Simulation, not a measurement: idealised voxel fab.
process module | voxel lift off
cross-section cut | 175 nm wide | cells 5 nm
A cross-section is a grid of square cells, given in bands from the top down. A band is one or more rows of cells.
Each band's line starts with the height of the band's top and of its bottom, in nm. Then come its materials from left to right, each with its width in nm. One material with "throughout" fills the band from edge to edge. "air" is empty space.
Height 0 is the level under which the wafer as received is all one material. The lowest band goes on downwards, as in "0 down".
A width such as "30 to 40" changes by the same amount from each row of cells to the next, from the band's top row to its bottom row.
"no change" after a step means that no cell of the cross-section changed.
closed voids: empty space of 8 cells or more with no open way to the top, each as width x height at its distance from the left edge, in nm
after a step's settings: what the simulator itself notes on the step
overlay nm, on a step with a mask: how far to the right of its planned place the mask lay; to the left if negative
plan
1 op RECEIVE | material Si
2 op CONFORMAL_DEP | material SiO2 | thk nm 15
3 op PATTERN | tone open | mask id LINES | material resist | width nm 30 | pitch nm 45 | thk nm 30 | overlay nm 0
4 op DIRECTIONAL_DEP | material Ru | thk nm 15
5 op STRIP | etch materials resist
6 op CONFORMAL_DEP | material SiO2 | thk nm 5
first wafer, as planned
as received, after step 1
  0 down: Si throughout
  closed voids: none
after step 2
  15 to 0: SiO2 throughout
  below 0: unchanged
after step 3
  45 to 15: resist 50 | air 30 | resist 15 | air 30 | resist 50
  below 15: unchanged
after step 4
  60 to 45: Ru 50 | air 30 | Ru 15 | air 30 | Ru 50
  45 to 30: resist 50 | air 30 | resist 15 | air 30 | resist 50
  30 to 15: resist 50 | Ru 30 | resist 15 | Ru 30 | resist 50
  below 15: unchanged
after step 5
  30 to 15: air 50 | Ru 30 | air 15 | Ru 30 | air 50
  below 15: unchanged
after step 6
  35 to 30: air 45 | SiO2 40 | air 5 | SiO2 40 | air 45
  30 to 20: air 45 | SiO2 5 | Ru 30 | SiO2 5 | air 5 | SiO2 5 | Ru 30 | SiO2 5 | air 45
  20 to 15: SiO2 50 | Ru 30 | SiO2 15 | Ru 30 | SiO2 50
  below 15: unchanged
second wafer: like start, like plan, one mistake. Through step 2 it matches the first wafer
when step 3 should have ended
  45 to 15: air 50 | resist 30 | air 15 | resist 30 | air 50
  below 15: unchanged
when step 4 should have ended
  60 to 45: air 50 | Ru 30 | air 15 | Ru 30 | air 50
  45 to 30: air 50 | resist 30 | air 15 | resist 30 | air 50
  30 to 15: Ru 50 | resist 30 | Ru 15 | resist 30 | Ru 50
  below 15: unchanged
when step 5 should have ended
  30 to 15: Ru 50 | air 30 | Ru 15 | air 30 | Ru 50
  below 15: unchanged
when step 6 should have ended
  35 to 30: SiO2 55 | air 20 | SiO2 25 | air 20 | SiO2 55
  30 to 20: Ru 50 | SiO2 5 | air 20 | SiO2 5 | Ru 15 | SiO2 5 | air 20 | SiO2 5 | Ru 50
  20 to 15: Ru 50 | SiO2 30 | Ru 15 | SiO2 30 | Ru 50
  below 15: unchanged
what went wrong: step 3 ran as: op PATTERN | tone cover | mask id LINES | material resist | width nm 30 | pitch nm 45 | thk nm 30 | overlay nm 0
at the end the second wafer has, in cells: 33 more of Ru
